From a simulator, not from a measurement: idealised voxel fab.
The process module presented herein is designated voxel self aligned vias.
Section cut is 290 nm wide and gridded with 5 nm square cells.
For the purposes of this document, a cross-section shall be understood as a grid of square cells, specified as bands listed in top-to-bottom order, each band consisting of one or more rows of cells.
In this notation a band is specified by the heights of its top and bottom, in that order and in nm, after which its materials appear from left to right, each paired with its width in nm. The word "throughout" attached to a single material means that material fills the band from edge to edge; the word "air" stands for empty space.
Beneath 0, the wafer as received is one material, and that level is where height counting begins. The lowest band goes on downward without a bottom; it is written like "top 0, no bottom".
The width entry "30->40" should be interpreted row by row: the top row of cells in the band takes the first number, the bottom row takes the second number, and the change between adjacent rows is uniform throughout.
Where a step carries "no alteration", the cross-section came out of it unchanged, cell for cell.
If an empty space has no open way to the top and is at least 8 cells in size, "Closed internal voids" lists it, written width x height at distance, where distance is measured from the left edge and every value is in nm.
Anything after a step's settings on that line? It's the simulator's own note about the step.
What "overlay nm" on a step's line means: if the step has a mask, that mask lay this far to the right of its planned place, or, when the value is negative, to the left.

# plan
1 RECEIVE | material Si
2 CONFORMAL_DEP | material SiO2 | thk nm 10
3 CONFORMAL_DEP | material SiCN | thk nm 5
4 DIRECTIONAL_DEP | material SiO2 | thk nm 20
5 MASKED_ETCH | tone open | mask id LINES | width nm 25 | pitch nm 50 | etch materials SiO2 | depth nm 20 | overlay nm 0
6 CONFORMAL_DEP | material TiN | thk nm 5
7 FILL_DEP | material Ru | thk nm 5
8 CMP | height nm 35
9 SELECTIVE_ETCH | etch materials W Ru TiN | depth nm 5
10 FILL_DEP | material SiN | thk nm 10
11 CMP | height nm 35
12 DIRECTIONAL_DEP | material SiO2 | thk nm 15
13 DIRECTIONAL_DEP | material aC | thk nm 10
14 PATTERN | tone open | mask id VIAS | material resist | width nm 35 | pitch nm 50 | thk nm 30 | overlay nm 0
15 DIRECTIONAL_ETCH | etch materials aC | depth nm 10
16 STRIP | etch materials resist
17 DIRECTIONAL_ETCH | etch materials SiO2 | depth nm 15
18 DIRECTIONAL_ETCH | etch materials SiN | depth nm 5
19 STRIP | etch materials aC
20 CONFORMAL_DEP | material TiN | thk nm 5
21 FILL_DEP | material Cu | thk nm 5
22 CMP | height nm 50
23 CONFORMAL_DEP | material SiN | thk nm 5

# Cross-section of the incoming wafer, state after step 1
    top 0, no bottom | Si throughout
    Closed internal voids: none

# a wafer at the end: this start, this plan, one mistake
    top 55, bottom 50 | SiN throughout
    top 50, bottom 40 | SiO2=90 / TiN=5 / Cu=25 / TiN=5 / SiO2=15 / TiN=5 / Cu=25 / TiN=5 / SiO2=115
    top 40, bottom 35 | SiO2=90 / TiN=20 / Cu=10 / TiN=5 / SiO2=15 / TiN=20 / Cu=10 / TiN=5 / SiO2=115
    top 35, bottom 30 | SiO2=105 / TiN=20 / SiN=5 / SiO2=25 / TiN=20 / SiN=5 / SiO2=110
    top 30, bottom 20 | SiO2=105 / TiN=5 / Ru=15 / TiN=5 / SiO2=25 / TiN=5 / Ru=15 / TiN=5 / SiO2=110
    top 20, bottom 15 | SiO2=105 / TiN=25 / SiO2=25 / TiN=25 / SiO2=110
    top 15, bottom 10 | SiCN throughout
    top 10, bottom 0 | SiO2 throughout
    top 0, no bottom | Si throughout
    Closed internal voids: none
What was the processing mistake? step 14 ran as: PATTERN | tone open | mask id VIAS | material resist | width nm 35 | pitch nm 50 | thk nm 30 | overlay nm -10
